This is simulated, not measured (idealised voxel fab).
Process module, titled voxel ribs on slabs
Square cells of 5 nm make up the cross-section cut, whose width is 165 nm.
A cross-section in this document is a grid of square cells, and it is written down as bands, the top band listed before the ones below it; a band is made up of one or more rows of cells. It is stipulated that each band's entry specify, in nanometres, the height of the top of the band and then that of its bottom, followed by the materials of the band in left-to-right sequence, each together with its width in nanometres. A single material marked by the word "edge to edge" is understood to fill the band from edge to edge; the word "empty" is understood to denote empty space. Ref level 0: as-received wafer is one material below here. Bottom band extends down with no lower bound ("0 and below"). Width "30 to 40": first value at the band's top row of cells, second value at its bottom row, equal change from row to row. The cross-section has no changed cell in any step marked "changes: none". "Fully sealed voids" means: voids of 8 cells or more that are shut off from the top with no open way through. Written width x height at distance, distance from the left edge, in nm. Past the settings on a step's line: simulator remark, on that step. "overlay nm", when on a step's line for a step with a mask, measures how far to the right of its planned place the mask lay; a negative measure means to the left.
## The process steps that were planned are listed below
- 1: RECEIVE with material Si
- 2: DIRECTIONAL_DEP with material SiO2, thk nm 20
- 3: DIRECTIONAL_DEP with material polySi, thk nm 20
- 4: PATTERN with tone cover, mask id RIB, material resist, width nm 15, thk nm 15, overlay nm 0
- 5: DIRECTIONAL_ETCH with etch materials polySi, depth nm 15
- 6: STRIP with etch materials resist
- 7: DIRECTIONAL_DEP with material aC, thk nm 15
- 8: PATTERN with tone cover, mask id SLAB, material resist, width nm 55, thk nm 30, overlay nm 0
- 9: DIRECTIONAL_ETCH with etch materials aC, depth nm 15
- 10: STRIP with etch materials resist
- 11: DIRECTIONAL_ETCH with etch materials polySi, depth nm 5
- 12: STRIP with etch materials aC
- 13: FILL_DEP with material SiO2, thk nm 30
- 14: CMP with height nm 60
- 15: DIRECTIONAL_DEP with material W, thk nm 5
- 16: DIRECTIONAL_DEP with material aC, thk nm 15
- 17: PATTERN with tone cover, mask id HEATER, material resist, width nm 15, thk nm 35, overlay nm 0
- 18: DIRECTIONAL_ETCH with etch materials aC, depth nm 15
- 19: STRIP with etch materials resist
- 20: DIRECTIONAL_ETCH with etch materials W, depth nm 5
- 21: STRIP with etch materials aC
- 22: CONFORMAL_DEP with material SiO2, thk nm 5
Variable across wafers: step 17 width nm (plan value is that of the first wafer; starting state common to all).
## Sectional view: first of several wafers, as received, after step 1
	0 and below  Si edge to edge
	Fully sealed voids: none
## First of several wafers, sectioned at end of module (last step: step 22)
	70 down to 65  empty 70; SiO2 25; empty 70
	65 down to 60  SiO2 75; W 15; SiO2 75
	60 down to 40  SiO2 edge to edge
	40 down to 25  SiO2 75; polySi 15; SiO2 75
	25 down to 20  SiO2 55; polySi 55; SiO2 55
	20 down to 0  SiO2 edge to edge
	0 and below  Si edge to edge
	Fully sealed voids: none
## End of module: cross-section, last of several wafers
	70 down to 65  empty 60; SiO2 50; empty 55
	65 down to 60  SiO2 65; W 40; SiO2 60
	60 down to 40  SiO2 edge to edge
	40 down to 25  SiO2 75; polySi 15; SiO2 75
	25 down to 20  SiO2 55; polySi 55; SiO2 55
	20 down to 0  SiO2 edge to edge
	0 and below  Si edge to edge
	Fully sealed voids: none
## Row per wafer, end-of-module: cell gain (+)/loss (-) by material since the wafer came in, then closed voids
width nm 15, +411 SiO2, +3 W, +20 polySi, Fully sealed voids: none
width nm 20, +411 SiO2, +4 W, +20 polySi, Fully sealed voids: none
width nm 25, +411 SiO2, +5 W, +20 polySi, Fully sealed voids: none
width nm 30, +411 SiO2, +6 W, +20 polySi, Fully sealed voids: none
width nm 35, +411 SiO2, +7 W, +20 polySi, Fully sealed voids: none
width nm 40, +411 SiO2, +8 W, +20 polySi, Fully sealed voids: none
